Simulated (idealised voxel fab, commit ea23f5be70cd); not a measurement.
The document below concerns the process module designated voxel lift off.
Pictured: cross-section cut, 220 nm wide, on a grid of 5 nm square cells.
The cross-sections in this document take the form of a grid made of square cells. They are written out as bands, in order from top to bottom. Each band consists of one or more rows of cells.
Quick guide to a band line: top height, bottom height (nm) up front; then every material left to right with its width in nm. Only one material and it's marked "edge to edge"? Then it fills the band edge to edge. And "empty" just means empty space.
Heights are reckoned from 0. Under this level, the received wafer is all of one material. The bottommost band is open-ended downward, for example "0 nm and below".
The expression "30..40" gives the width at the extremes of the band, the first number at its top row of cells and the second at its bottom row, with the width changing by equal amounts from each row to the next in between.
"nothing different" (step): cross-section cells unchanged, all of them.
Empty spaces counting at least 8 cells and having no open way to the top are listed in "Sealed void inventory". The notation width x height at distance is used for each, the distance being from the left edge and all three values in nm.
Heads up: the bit after the settings on a step's line is the simulator's remark on that step.
overlay nm: where the mask lay relative to plan, measured to the right, on steps with a mask; negatives go left.
**The steps planned for the process are as follows**
step 1: RECEIVE with material Si
step 2: CONFORMAL_DEP with material SiO2, thk nm 15
step 3: PATTERN with tone open, mask id LINES, material resist, width nm 15, pitch nm 40, thk nm 25, overlay nm 0
step 4: DIRECTIONAL_DEP with material Ru, thk nm 10
step 5: STRIP with etch materials resist
step 6: CONFORMAL_DEP with material SiCN, thk nm 10
**Cross-section of the wafer at receipt, which is the condition after step 1**
- 0 nm and below = Si edge to edge
- Sealed void inventory: none
**End state of the module in cross-section, given the above starting point and plan and one mistake in execution**
- 25 nm to 15 nm = 60 nm empty | 15 nm Ru | 25 nm empty | 15 nm Ru | 25 nm empty | 15 nm Ru | 65 nm empty
- 15 nm to 0 nm = SiO2 edge to edge
- 0 nm and below = Si edge to edge
- Sealed void inventory: none
Processing error: step 6 was left out
